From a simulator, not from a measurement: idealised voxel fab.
Herein follows the process module entitled voxel transistor to metal.
The width of the displayed cross-section, cut, is 155 nm; its cells are square, with a size of 5 nm.
Cross-section layout: square cells on a grid; listed as bands, top to bottom; a band spans one or more cell rows.
The band entry comprises the height of the band's top followed by the height of its bottom, expressed in nm, and subsequently the band's materials from left to right, each stated together with its width in nm. Where a single material is marked with the word "throughout", that material fills the band from edge to edge. The word "blank" represents empty space.
Height datum 0, below which the as-received substrate wafer is one material. Lowest band open at the bottom, running downward: "z 0 and below".
The expression "30->40" gives the width at the extremes of the band, the first number at its top row of cells and the second at its bottom row, with the width changing by equal amounts from each row to the next in between.
Reading "same as before" for a step: not a cell of the cross-section changed in it.
The entry titled "Entrapped void list" provides the empty spaces that have no open way to the top, restricted to those of 8 cells or more. Each is presented as width x height at distance, the distance being measured from the left edge, with all three in nm.
Anything after a step's settings on that line? It's the simulator's own note about the step.
overlay nm: on a step with a mask, how far right of its planned place the mask lay; negative means left.

[Process steps foreseen in the plan]
- 1: RECEIVE | material Si
- 2: OXIDIZE | depth nm 5
- 3: CONFORMAL_DEP | material SiN | thk nm 10
- 4: PATTERN | tone cover | mask id ACTIVE | material resist | width nm 100 | thk nm 20 | overlay nm 0
- 5: DIRECTIONAL_ETCH | etch materials SiN | depth nm 10
- 6: DIRECTIONAL_ETCH | etch materials SiO2 | depth nm 5
- 7: DIRECTIONAL_ETCH | etch materials Si | depth nm 20
- 8: STRIP | etch materials resist
- 9: OXIDIZE | depth nm 5
- 10: FILL_DEP | material SiO2 | thk nm 5
- 11: CMP | height nm 10
- 12: SELECTIVE_ETCH | etch materials SiO2 | depth nm 10
- 13: STRIP | etch materials SiN
- 14: SELECTIVE_ETCH | etch materials SiO2 | depth nm 5
- 15: OXIDIZE | depth nm 5
- 16: DIRECTIONAL_DEP | material polySi | thk nm 20
- 17: DIRECTIONAL_DEP | material SiCN | thk nm 10
- 18: PATTERN | tone cover | mask id GATE | material resist | width nm 20 | thk nm 20 | overlay nm 0
- 19: DIRECTIONAL_ETCH | etch materials SiCN | depth nm 20
- 20: DIRECTIONAL_ETCH | etch materials polySi | depth nm 30
- 21: STRIP | etch materials resist
- 22: CONFORMAL_DEP | material SiN | thk nm 5
- 23: DIRECTIONAL_ETCH | etch materials SiN | depth nm 5
- 24: DIRECTIONAL_ETCH | etch materials SiO2 | depth nm 5
- 25: DIRECTIONAL_ETCH | etch materials Si | depth nm 5
- 26: EPI | material pSi | thk nm 5
- 27: FILL_DEP | material SiO2 | thk nm 10
- 28: CMP | height nm 25
- 29: DIRECTIONAL_DEP | material SiO2 | thk nm 15
- 30: PATTERN | tone open | mask id CONTACT | material resist | width nm 30 | pitch nm 60 | thk nm 15 | overlay nm 0
- 31: DIRECTIONAL_ETCH | etch materials SiO2 | depth nm 50
- 32: STRIP | etch materials resist
- 33: CONFORMAL_DEP | material TiN | thk nm 5
- 34: FILL_DEP | material Ru | thk nm 10
- 35: CMP | height nm 40
- 36: CONFORMAL_DEP | material SiCN | thk nm 5
- 37: DIRECTIONAL_DEP | material SiO2 | thk nm 20
- 38: DIRECTIONAL_DEP | material aC | thk nm 10
- 39: PATTERN | tone open | mask id METAL_1 | material resist | width nm 20 | pitch nm 70 | thk nm 25 | overlay nm 0
- 40: DIRECTIONAL_ETCH | etch materials aC | depth nm 10
- 41: STRIP | etch materials resist
- 42: DIRECTIONAL_ETCH | etch materials SiO2 | depth nm 20
- 43: DIRECTIONAL_ETCH | etch materials SiCN | depth nm 5
- 44: STRIP | etch materials aC
- 45: CONFORMAL_DEP | material TiN | thk nm 5
- 46: FILL_DEP | material Ru | thk nm 10
- 47: CMP | height nm 65
- 48: EPI | material Ru | thk nm 5
- 49: FILL_DEP | material SiCN | thk nm 5
- 50: DIRECTIONAL_DEP | material lowk | thk nm 30
- 51: MASKED_ETCH | tone open | mask id METAL_2 | width nm 20 | pitch nm 70 | etch materials lowk | depth nm 15 | overlay nm 0
- 52: MASKED_ETCH | tone open | mask id METAL_2_HOLES | width nm 15 | pitch nm 70 | etch materials lowk | depth nm 15 | overlay nm 0
- 53: MASKED_ETCH | tone open | mask id METAL_2_HOLES | width nm 15 | pitch nm 70 | etch materials SiCN | depth nm 5 | overlay nm 0
- 54: CONFORMAL_DEP | material TiN | thk nm 5
- 55: FILL_DEP | material Ru | thk nm 10
- 56: CMP | height nm 105
- 57: CONFORMAL_DEP | material SiN | thk nm 5

[On the first of the two wafers: run conducted according to plan]

[Wafer as received: cross-section following step 1]
- z 0 and below = Si throughout
- Entrapped void list: none

[Take a look at the wafer's cross-section after step 2]
- z 0 to -5 = SiO2 throughout
- Below a height of -5, the structure has not been altered.

[Take a look at the wafer's cross-section after step 3]
- z 10 to 0 = SiN throughout
- Below a height of 0, the structure has not been altered.

[Take a look at the wafer's cross-section after step 4]
- z 30 to 10 = blank 25 nm  resist 100 nm  blank 30 nm
- Below a height of 10, the structure has not been altered.

[Take a look at the wafer's cross-section after step 5]
- z 30 to 10 = blank 25 nm  resist 100 nm  blank 30 nm
- z 10 to 0 = blank 25 nm  SiN 100 nm  blank 30 nm
- Below a height of 0, the structure has not been altered.

[Take a look at the wafer's cross-section after step 6]
- z 30 to 10 = blank 25 nm  resist 100 nm  blank 30 nm
- z 10 to 0 = blank 25 nm  SiN 100 nm  blank 30 nm
- z 0 to -5 = blank 25 nm  SiO2 100 nm  blank 30 nm
- Below a height of -5, the structure has not been altered.

[Take a look at the wafer's cross-section after step 7]
- z 30 to 10 = blank 25 nm  resist 100 nm  blank 30 nm
- z 10 to 0 = blank 25 nm  SiN 100 nm  blank 30 nm
- z 0 to -5 = blank 25 nm  SiO2 100 nm  blank 30 nm
- z -5 to -25 = blank 25 nm  Si 100 nm  blank 30 nm
- Below a height of -25, the structure has not been altered.

[Take a look at the wafer's cross-section after step 8]
- z 10 to 0 = blank 25 nm  SiN 100 nm  blank 30 nm
- Below a height of 0, the structure has not been altered.

[Take a look at the wafer's cross-section after step 9]
- z 10 to 0 = blank 25 nm  SiN 100 nm  blank 30 nm
- z 0 to -5 = blank 25 nm  SiO2 100 nm  blank 30 nm
- z -5 to -25 = blank 25 nm  SiO2 5 nm  Si 90 nm  SiO2 5 nm  blank 30 nm
- z -25 to -30 = SiO2 30 nm  Si 90 nm  SiO2 35 nm
- Below a height of -30, the structure has not been altered.

[Take a look at the wafer's cross-section after step 10]
- z 15 to 10 = SiO2 throughout
- z 10 to 0 = SiO2 25 nm  SiN 100 nm  SiO2 30 nm
- z 0 to -5 = SiO2 throughout
- z -5 to -30 = SiO2 30 nm  Si 90 nm  SiO2 35 nm
- Below a height of -30, the structure has not been altered.

[Take a look at the wafer's cross-section after step 11]
- z 10 to 0 = SiO2 25 nm  SiN 100 nm  SiO2 30 nm
- Below a height of 0, the structure has not been altered.

[Take a look at the wafer's cross-section after step 12]
- z 10 to 0 = blank 25 nm  SiN 100 nm  blank 30 nm
- Below a height of 0, the structure has not been altered.

[Take a look at the wafer's cross-section after step 13]
- z 0 to -5 = SiO2 throughout
- Below a height of -5, the structure has not been altered.

[Take a look at the wafer's cross-section after step 14]
- z -5 to -30 = SiO2 30 nm  Si 90 nm  SiO2 35 nm
- Below a height of -30, the structure has not been altered.

[Take a look at the wafer's cross-section after step 15]
- z -5 to -10 = SiO2 throughout
- Below a height of -10, the structure has not been altered.

[Take a look at the wafer's cross-section after step 16]
- z 15 to -5 = polySi throughout
- Below a height of -5, the structure has not been altered.

[Take a look at the wafer's cross-section after step 17]
- z 25 to 15 = SiCN throughout
- Below a height of 15, the structure has not been altered.

[Take a look at the wafer's cross-section after step 18]
- z 45 to 25 = blank 65 nm  resist 20 nm  blank 70 nm
- Below a height of 25, the structure has not been altered.

[Take a look at the wafer's cross-section after step 19]
- z 45 to 25 = blank 65 nm  resist 20 nm  blank 70 nm
- z 25 to 15 = blank 65 nm  SiCN 20 nm  blank 70 nm
- Below a height of 15, the structure has not been altered.

[Take a look at the wafer's cross-section after step 20]
- z 45 to 25 = blank 65 nm  resist 20 nm  blank 70 nm
- z 25 to 15 = blank 65 nm  SiCN 20 nm  blank 70 nm
- z 15 to -5 = blank 65 nm  polySi 20 nm  blank 70 nm
- Below a height of -5, the structure has not been altered.

[Take a look at the wafer's cross-section after step 21]
- z 25 to 15 = blank 65 nm  SiCN 20 nm  blank 70 nm
- Below a height of 15, the structure has not been altered.

[Take a look at the wafer's cross-section after step 22]
- z 30 to 25 = blank 60 nm  SiN 30 nm  blank 65 nm
- z 25 to 15 = blank 60 nm  SiN 5 nm  SiCN 20 nm  SiN 5 nm  blank 65 nm
- z 15 to 0 = blank 60 nm  SiN 5 nm  polySi 20 nm  SiN 5 nm  blank 65 nm
- z 0 to -5 = SiN 65 nm  polySi 20 nm  SiN 70 nm
- Below a height of -5, the structure has not been altered.

[Take a look at the wafer's cross-section after step 23]
- z 25 to 15 = blank 60 nm  SiN 5 nm  SiCN 20 nm  SiN 5 nm  blank 65 nm
- z 15 to -5 = blank 60 nm  SiN 5 nm  polySi 20 nm  SiN 5 nm  blank 65 nm
- Below a height of -5, the structure has not been altered.

[Take a look at the wafer's cross-section after step 24]
- z 25 to 15 = blank 60 nm  SiN 5 nm  SiCN 20 nm  SiN 5 nm  blank 65 nm
- z 15 to -5 = blank 60 nm  SiN 5 nm  polySi 20 nm  SiN 5 nm  blank 65 nm
- z -5 to -10 = blank 60 nm  SiO2 30 nm  blank 65 nm
- Below a height of -10, the structure has not been altered.

[Take a look at the wafer's cross-section after step 25]
- z 25 to 15 = blank 60 nm  SiN 5 nm  SiCN 20 nm  SiN 5 nm  blank 65 nm
- z 15 to -5 = blank 60 nm  SiN 5 nm  polySi 20 nm  SiN 5 nm  blank 65 nm
- z -5 to -10 = blank 60 nm  SiO2 30 nm  blank 65 nm
- z -10 to -15 = SiO2 30 nm  blank 30 nm  Si 30 nm  blank 30 nm  SiO2 35 nm
- Below a height of -15, the structure has not been altered.

[Take a look at the wafer's cross-section after step 26]
- z 25 to 15 = blank 60 nm  SiN 5 nm  SiCN 20 nm  SiN 5 nm  blank 65 nm
- z 15 to -5 = blank 60 nm  SiN 5 nm  polySi 20 nm  SiN 5 nm  blank 65 nm
- z -5 to -10 = blank 55 nm  pSi 5 nm  SiO2 30 nm  pSi 5 nm  blank 60 nm
- z -10 to -15 = SiO2 30 nm  pSi 30 nm  Si 30 nm  pSi 30 nm  SiO2 35 nm
- Below a height of -15, the structure has not been altered.

[Take a look at the wafer's cross-section after step 27]
- z 35 to 25 = SiO2 throughout
- z 25 to 15 = SiO2 60 nm  SiN 5 nm  SiCN 20 nm  SiN 5 nm  SiO2 65 nm
- z 15 to -5 = SiO2 60 nm  SiN 5 nm  polySi 20 nm  SiN 5 nm  SiO2 65 nm
- z -5 to -10 = SiO2 55 nm  pSi 5 nm  SiO2 30 nm  pSi 5 nm  SiO2 60 nm
- Below a height of -10, the structure has not been altered.

[Take a look at the wafer's cross-section after step 28]
- z 25 to 15 = SiO2 60 nm  SiN 5 nm  SiCN 20 nm  SiN 5 nm  SiO2 65 nm
- Below a height of 15, the structure has not been altered.

[Take a look at the wafer's cross-section after step 29]
- z 40 to 25 = SiO2 throughout
- Below a height of 25, the structure has not been altered.

[Take a look at the wafer's cross-section after step 30]
- z 55 to 40 = resist 30 nm  blank 30 nm  resist 30 nm  blank 30 nm  resist 35 nm
- Below a height of 40, the structure has not been altered.

[Take a look at the wafer's cross-section after step 31]
- z 55 to 40 = resist 30 nm  blank 30 nm  resist 30 nm  blank 30 nm  resist 35 nm
- z 40 to 25 = SiO2 30 nm  blank 30 nm  SiO2 30 nm  blank 30 nm  SiO2 35 nm
- z 25 to 15 = SiO2 30 nm  blank 30 nm  SiN 5 nm  SiCN 20 nm  SiN 5 nm  blank 30 nm  SiO2 35 nm
- z 15 to -5 = SiO2 30 nm  blank 30 nm  SiN 5 nm  polySi 20 nm  SiN 5 nm  blank 30 nm  SiO2 35 nm
- z -5 to -10 = SiO2 30 nm  blank 25 nm  pSi 5 nm  SiO2 30 nm  pSi 5 nm  blank 25 nm  SiO2 35 nm
- Below a height of -10, the structure has not been altered.

[Take a look at the wafer's cross-section after step 32]
- z 40 to 25 = SiO2 30 nm  blank 30 nm  SiO2 30 nm  blank 30 nm  SiO2 35 nm
- Below a height of 25, the structure has not been altered.

[Take a look at the wafer's cross-section after step 33]
- z 45 to 40 = TiN 35 nm  blank 20 nm  TiN 40 nm  blank 20 nm  TiN 40 nm
- z 40 to 25 = SiO2 30 nm  TiN 5 nm  blank 20 nm  TiN 5 nm  SiO2 30 nm  TiN 5 nm  blank 20 nm  TiN 5 nm  SiO2 35 nm
- z 25 to 15 = SiO2 30 nm  TiN 5 nm  blank 20 nm  TiN 5 nm  SiN 5 nm  SiCN 20 nm  SiN 5 nm  TiN 5 nm  blank 20 nm  TiN 5 nm  SiO2 35 nm
- z 15 to 0 = SiO2 30 nm  TiN 5 nm  blank 20 nm  TiN 5 nm  SiN 5 nm  polySi 20 nm  SiN 5 nm  TiN 5 nm  blank 20 nm  TiN 5 nm  SiO2 35 nm
- z 0 to -5 = SiO2 30 nm  TiN 5 nm  blank 15 nm  TiN 10 nm  SiN 5 nm  polySi 20 nm  SiN 5 nm  TiN 10 nm  blank 15 nm  TiN 5 nm  SiO2 35 nm
- z -5 to -10 = SiO2 30 nm  TiN 25 nm  pSi 5 nm  SiO2 30 nm  pSi 5 nm  TiN 25 nm  SiO2 35 nm
- Below a height of -10, the structure has not been altered.

[Take a look at the wafer's cross-section after step 34]
- z 55 to 45 = Ru throughout
- z 45 to 40 = TiN 35 nm  Ru 20 nm  TiN 40 nm  Ru 20 nm  TiN 40 nm
- z 40 to 25 = SiO2 30 nm  TiN 5 nm  Ru 20 nm  TiN 5 nm  SiO2 30 nm  TiN 5 nm  Ru 20 nm  TiN 5 nm  SiO2 35 nm
- z 25 to 15 = SiO2 30 nm  TiN 5 nm  Ru 20 nm  TiN 5 nm  SiN 5 nm  SiCN 20 nm  SiN 5 nm  TiN 5 nm  Ru 20 nm  TiN 5 nm  SiO2 35 nm
- z 15 to 0 = SiO2 30 nm  TiN 5 nm  Ru 20 nm  TiN 5 nm  SiN 5 nm  polySi 20 nm  SiN 5 nm  TiN 5 nm  Ru 20 nm  TiN 5 nm  SiO2 35 nm
- z 0 to -5 = SiO2 30 nm  TiN 5 nm  Ru 15 nm  TiN 10 nm  SiN 5 nm  polySi 20 nm  SiN 5 nm  TiN 10 nm  Ru 15 nm  TiN 5 nm  SiO2 35 nm
- Below a height of -5, the structure has not been altered.

[Take a look at the wafer's cross-section after step 35]
- z 40 to 25 = SiO2 30 nm  TiN 5 nm  Ru 20 nm  TiN 5 nm  SiO2 30 nm  TiN 5 nm  Ru 20 nm  TiN 5 nm  SiO2 35 nm
- Below a height of 25, the structure has not been altered.

[Take a look at the wafer's cross-section after step 36]
- z 45 to 40 = SiCN throughout
- Below a height of 40, the structure has not been altered.

[Take a look at the wafer's cross-section after step 37]
- z 65 to 45 = SiO2 throughout
- Below a height of 45, the structure has not been altered.

[Take a look at the wafer's cross-section after step 38]
- z 75 to 65 = aC throughout
- Below a height of 65, the structure has not been altered.

[Take a look at the wafer's cross-section after step 39]
- z 100 to 75 = resist 30 nm  blank 20 nm  resist 50 nm  blank 20 nm  resist 35 nm
- Below a height of 75, the structure has not been altered.

[Take a look at the wafer's cross-section after step 40]
- z 90 to 75 = resist 30 nm  blank 20 nm  resist 50 nm  blank 20 nm  resist 35 nm
- z 75 to 65 = aC 30 nm  blank 20 nm  aC 50 nm  blank 20 nm  aC 35 nm
- Below a height of 65, the structure has not been altered.

[Take a look at the wafer's cross-section after step 41]
- z 75 to 65 = aC 30 nm  blank 20 nm  aC 50 nm  blank 20 nm  aC 35 nm
- Below a height of 65, the structure has not been altered.

[Take a look at the wafer's cross-section after step 42]
- z 75 to 65 = aC 30 nm  blank 20 nm  aC 50 nm  blank 20 nm  aC 35 nm
- z 65 to 45 = SiO2 30 nm  blank 20 nm  SiO2 50 nm  blank 20 nm  SiO2 35 nm
- Below a height of 45, the structure has not been altered.

[Take a look at the wafer's cross-section after step 43]
- z 75 to 65 = aC 30 nm  blank 20 nm  aC 50 nm  blank 20 nm  aC 35 nm
- z 65 to 45 = SiO2 30 nm  blank 20 nm  SiO2 50 nm  blank 20 nm  SiO2 35 nm
- z 45 to 40 = SiCN 30 nm  blank 20 nm  SiCN 50 nm  blank 20 nm  SiCN 35 nm
- Below a height of 40, the structure has not been altered.

[Take a look at the wafer's cross-section after step 44]
- z 65 to 45 = SiO2 30 nm  blank 20 nm  SiO2 50 nm  blank 20 nm  SiO2 35 nm
- Below a height of 45, the structure has not been altered.

[Take a look at the wafer's cross-section after step 45]
- z 70 to 65 = TiN 35 nm  blank 10 nm  TiN 60 nm  blank 10 nm  TiN 40 nm
- z 65 to 45 = SiO2 30 nm  TiN 5 nm  blank 10 nm  TiN 5 nm  SiO2 50 nm  TiN 5 nm  blank 10 nm  TiN 5 nm  SiO2 35 nm
- z 45 to 40 = SiCN 30 nm  TiN 20 nm  SiCN 50 nm  TiN 20 nm  SiCN 35 nm
- Below a height of 40, the structure has not been altered.

[Take a look at the wafer's cross-section after step 46]
- z 80 to 70 = Ru throughout
- z 70 to 65 = TiN 35 nm  Ru 10 nm  TiN 60 nm  Ru 10 nm  TiN 40 nm
- z 65 to 45 = SiO2 30 nm  TiN 5 nm  Ru 10 nm  TiN 5 nm  SiO2 50 nm  TiN 5 nm  Ru 10 nm  TiN 5 nm  SiO2 35 nm
- Below a height of 45, the structure has not been altered.

[Take a look at the wafer's cross-section after step 47]
- z 65 to 45 = SiO2 30 nm  TiN 5 nm  Ru 10 nm  TiN 5 nm  SiO2 50 nm  TiN 5 nm  Ru 10 nm  TiN 5 nm  SiO2 35 nm
- Below a height of 45, the structure has not been altered.

[Take a look at the wafer's cross-section after step 48]
- z 70 to 65 = blank 25 nm  Ru 30 nm  blank 40 nm  Ru 30 nm  blank 30 nm
- Below a height of 65, the structure has not been altered.

[Take a look at the wafer's cross-section after step 49]
- z 75 to 70 = SiCN throughout
- z 70 to 65 = SiCN 25 nm  Ru 30 nm  SiCN 40 nm  Ru 30 nm  SiCN 30 nm
- Below a height of 65, the structure has not been altered.

[Take a look at the wafer's cross-section after step 50]
- z 105 to 75 = lowk throughout
- Below a height of 75, the structure has not been altered.

[Take a look at the wafer's cross-section after step 51]
- z 105 to 90 = lowk 30 nm  blank 20 nm  lowk 50 nm  blank 20 nm  lowk 35 nm
- Below a height of 90, the structure has not been altered.

[Take a look at the wafer's cross-section after step 52]
- z 105 to 90 = lowk 30 nm  blank 20 nm  lowk 50 nm  blank 20 nm  lowk 35 nm
- z 90 to 75 = lowk 30 nm  blank 15 nm  lowk 55 nm  blank 15 nm  lowk 40 nm
- Below a height of 75, the structure has not been altered.

[Take a look at the wafer's cross-section after step 53]
- z 105 to 90 = lowk 30 nm  blank 20 nm  lowk 50 nm  blank 20 nm  lowk 35 nm
- z 90 to 75 = lowk 30 nm  blank 15 nm  lowk 55 nm  blank 15 nm  lowk 40 nm
- z 75 to 70 = SiCN 30 nm  blank 15 nm  SiCN 55 nm  blank 15 nm  SiCN 40 nm
- Below a height of 70, the structure has not been altered.

[Take a look at the wafer's cross-section after step 54]
- z 110 to 105 = TiN 35 nm  blank 10 nm  TiN 60 nm  blank 10 nm  TiN 40 nm
- z 105 to 95 = lowk 30 nm  TiN 5 nm  blank 10 nm  TiN 5 nm  lowk 50 nm  TiN 5 nm  blank 10 nm  TiN 5 nm  lowk 35 nm
- z 95 to 90 = lowk 30 nm  TiN 5 nm  blank 5 nm  TiN 10 nm  lowk 50 nm  TiN 5 nm  blank 5 nm  TiN 10 nm  lowk 35 nm
- z 90 to 75 = lowk 30 nm  TiN 5 nm  blank 5 nm  TiN 5 nm  lowk 55 nm  TiN 5 nm  blank 5 nm  TiN 5 nm  lowk 40 nm
- z 75 to 70 = SiCN 30 nm  TiN 15 nm  SiCN 55 nm  TiN 15 nm  SiCN 40 nm
- Below a height of 70, the structure has not been altered.

[Take a look at the wafer's cross-section after step 55]
- z 120 to 110 = Ru throughout
- z 110 to 105 = TiN 35 nm  Ru 10 nm  TiN 60 nm  Ru 10 nm  TiN 40 nm
- z 105 to 95 = lowk 30 nm  TiN 5 nm  Ru 10 nm  TiN 5 nm  lowk 50 nm  TiN 5 nm  Ru 10 nm  TiN 5 nm  lowk 35 nm
- z 95 to 90 = lowk 30 nm  TiN 5 nm  Ru 5 nm  TiN 10 nm  lowk 50 nm  TiN 5 nm  Ru 5 nm  TiN 10 nm  lowk 35 nm
- z 90 to 75 = lowk 30 nm  TiN 5 nm  Ru 5 nm  TiN 5 nm  lowk 55 nm  TiN 5 nm  Ru 5 nm  TiN 5 nm  lowk 40 nm
- Below a height of 75, the structure has not been altered.

[Take a look at the wafer's cross-section after step 56]
- z 105 to 95 = lowk 30 nm  TiN 5 nm  Ru 10 nm  TiN 5 nm  lowk 50 nm  TiN 5 nm  Ru 10 nm  TiN 5 nm  lowk 35 nm
- Below a height of 95, the structure has not been altered.

[Take a look at the wafer's cross-section after step 57]
- z 110 to 105 = SiN throughout
- Below a height of 105, the structure has not been altered.

[Here the second wafer is described. Its start and its plan were those of the first wafer. Its run contained one mistake. Up to and including step 34, it did exactly what the first wafer did]

At the planned end of step 35, the second wafer in cross-section: same as before

[At the planned end of step 36, the second wafer in cross-section]
- z 60 to 55 = SiCN throughout
- Below a height of 55, the structure has not been altered.

[At the planned end of step 37, the second wafer in cross-section]
- z 80 to 60 = SiO2 throughout
- Below a height of 60, the structure has not been altered.

[At the planned end of step 38, the second wafer in cross-section]
- z 90 to 80 = aC throughout
- Below a height of 80, the structure has not been altered.

[At the planned end of step 39, the second wafer in cross-section]
- z 115 to 90 = resist 30 nm  blank 20 nm  resist 50 nm  blank 20 nm  resist 35 nm
- Below a height of 90, the structure has not been altered.

[At the planned end of step 40, the second wafer in cross-section]
- z 105 to 90 = resist 30 nm  blank 20 nm  resist 50 nm  blank 20 nm  resist 35 nm
- z 90 to 80 = aC 30 nm  blank 20 nm  aC 50 nm  blank 20 nm  aC 35 nm
- Below a height of 80, the structure has not been altered.

[At the planned end of step 41, the second wafer in cross-section]
- z 90 to 80 = aC 30 nm  blank 20 nm  aC 50 nm  blank 20 nm  aC 35 nm
- Below a height of 80, the structure has not been altered.

[At the planned end of step 42, the second wafer in cross-section]
- z 90 to 80 = aC 30 nm  blank 20 nm  aC 50 nm  blank 20 nm  aC 35 nm
- z 80 to 60 = SiO2 30 nm  blank 20 nm  SiO2 50 nm  blank 20 nm  SiO2 35 nm
- Below a height of 60, the structure has not been altered.

[At the planned end of step 43, the second wafer in cross-section]
- z 90 to 80 = aC 30 nm  blank 20 nm  aC 50 nm  blank 20 nm  aC 35 nm
- z 80 to 60 = SiO2 30 nm  blank 20 nm  SiO2 50 nm  blank 20 nm  SiO2 35 nm
- z 60 to 55 = SiCN 30 nm  blank 20 nm  SiCN 50 nm  blank 20 nm  SiCN 35 nm
- Below a height of 55, the structure has not been altered.

[At the planned end of step 44, the second wafer in cross-section]
- z 80 to 60 = SiO2 30 nm  blank 20 nm  SiO2 50 nm  blank 20 nm  SiO2 35 nm
- Below a height of 60, the structure has not been altered.

[At the planned end of step 45, the second wafer in cross-section]
- z 85 to 80 = TiN 35 nm  blank 10 nm  TiN 60 nm  blank 10 nm  TiN 40 nm
- z 80 to 60 = SiO2 30 nm  TiN 5 nm  blank 10 nm  TiN 5 nm  SiO2 50 nm  TiN 5 nm  blank 10 nm  TiN 5 nm  SiO2 35 nm
- z 60 to 55 = SiCN 30 nm  TiN 20 nm  SiCN 50 nm  TiN 20 nm  SiCN 35 nm
- Below a height of 55, the structure has not been altered.

[At the planned end of step 46, the second wafer in cross-section]
- z 95 to 85 = Ru throughout
- z 85 to 80 = TiN 35 nm  Ru 10 nm  TiN 60 nm  Ru 10 nm  TiN 40 nm
- z 80 to 60 = SiO2 30 nm  TiN 5 nm  Ru 10 nm  TiN 5 nm  SiO2 50 nm  TiN 5 nm  Ru 10 nm  TiN 5 nm  SiO2 35 nm
- Below a height of 60, the structure has not been altered.

[At the planned end of step 47, the second wafer in cross-section]
- z 65 to 60 = SiO2 30 nm  TiN 5 nm  Ru 10 nm  TiN 5 nm  SiO2 50 nm  TiN 5 nm  Ru 10 nm  TiN 5 nm  SiO2 35 nm
- Below a height of 60, the structure has not been altered.

[At the planned end of step 48, the second wafer in cross-section]
- z 70 to 65 = blank 25 nm  Ru 30 nm  blank 40 nm  Ru 30 nm  blank 30 nm
- Below a height of 65, the structure has not been altered.

[At the planned end of step 49, the second wafer in cross-section]
- z 75 to 70 = SiCN throughout
- z 70 to 65 = SiCN 25 nm  Ru 30 nm  SiCN 40 nm  Ru 30 nm  SiCN 30 nm
- Below a height of 65, the structure has not been altered.

[At the planned end of step 50, the second wafer in cross-section]
- z 105 to 75 = lowk throughout
- Below a height of 75, the structure has not been altered.

[At the planned end of step 51, the second wafer in cross-section]
- z 105 to 90 = lowk 30 nm  blank 20 nm  lowk 50 nm  blank 20 nm  lowk 35 nm
- Below a height of 90, the structure has not been altered.

[At the planned end of step 52, the second wafer in cross-section]
- z 105 to 90 = lowk 30 nm  blank 20 nm  lowk 50 nm  blank 20 nm  lowk 35 nm
- z 90 to 75 = lowk 30 nm  blank 15 nm  lowk 55 nm  blank 15 nm  lowk 40 nm
- Below a height of 75, the structure has not been altered.

[At the planned end of step 53, the second wafer in cross-section]
- z 105 to 90 = lowk 30 nm  blank 20 nm  lowk 50 nm  blank 20 nm  lowk 35 nm
- z 90 to 75 = lowk 30 nm  blank 15 nm  lowk 55 nm  blank 15 nm  lowk 40 nm
- z 75 to 70 = SiCN 30 nm  blank 15 nm  SiCN 55 nm  blank 15 nm  SiCN 40 nm
- Below a height of 70, the structure has not been altered.

[At the planned end of step 54, the second wafer in cross-section]
- z 110 to 105 = TiN 35 nm  blank 10 nm  TiN 60 nm  blank 10 nm  TiN 40 nm
- z 105 to 95 = lowk 30 nm  TiN 5 nm  blank 10 nm  TiN 5 nm  lowk 50 nm  TiN 5 nm  blank 10 nm  TiN 5 nm  lowk 35 nm
- z 95 to 90 = lowk 30 nm  TiN 5 nm  blank 5 nm  TiN 10 nm  lowk 50 nm  TiN 5 nm  blank 5 nm  TiN 10 nm  lowk 35 nm
- z 90 to 75 = lowk 30 nm  TiN 5 nm  blank 5 nm  TiN 5 nm  lowk 55 nm  TiN 5 nm  blank 5 nm  TiN 5 nm  lowk 40 nm
- z 75 to 70 = SiCN 30 nm  TiN 15 nm  SiCN 55 nm  TiN 15 nm  SiCN 40 nm
- Below a height of 70, the structure has not been altered.

[At the planned end of step 55, the second wafer in cross-section]
- z 120 to 110 = Ru throughout
- z 110 to 105 = TiN 35 nm  Ru 10 nm  TiN 60 nm  Ru 10 nm  TiN 40 nm
- z 105 to 95 = lowk 30 nm  TiN 5 nm  Ru 10 nm  TiN 5 nm  lowk 50 nm  TiN 5 nm  Ru 10 nm  TiN 5 nm  lowk 35 nm
- z 95 to 90 = lowk 30 nm  TiN 5 nm  Ru 5 nm  TiN 10 nm  lowk 50 nm  TiN 5 nm  Ru 5 nm  TiN 10 nm  lowk 35 nm
- z 90 to 75 = lowk 30 nm  TiN 5 nm  Ru 5 nm  TiN 5 nm  lowk 55 nm  TiN 5 nm  Ru 5 nm  TiN 5 nm  lowk 40 nm
- Below a height of 75, the structure has not been altered.

[At the planned end of step 56, the second wafer in cross-section]
- z 105 to 95 = lowk 30 nm  TiN 5 nm  Ru 10 nm  TiN 5 nm  lowk 50 nm  TiN 5 nm  Ru 10 nm  TiN 5 nm  lowk 35 nm
- Below a height of 95, the structure has not been altered.

[At the planned end of step 57, the second wafer in cross-section]
- z 110 to 105 = SiN throughout
- Below a height of 105, the structure has not been altered.
Misprocessing identified: step 35 from the plan never happened, it was just skipped
Upon completion, the second wafer contains, in terms of cells, a greater or smaller amount of certain materials than the first wafer: 58 more of Ru | 69 fewer of SiO2 | 11 more of TiN
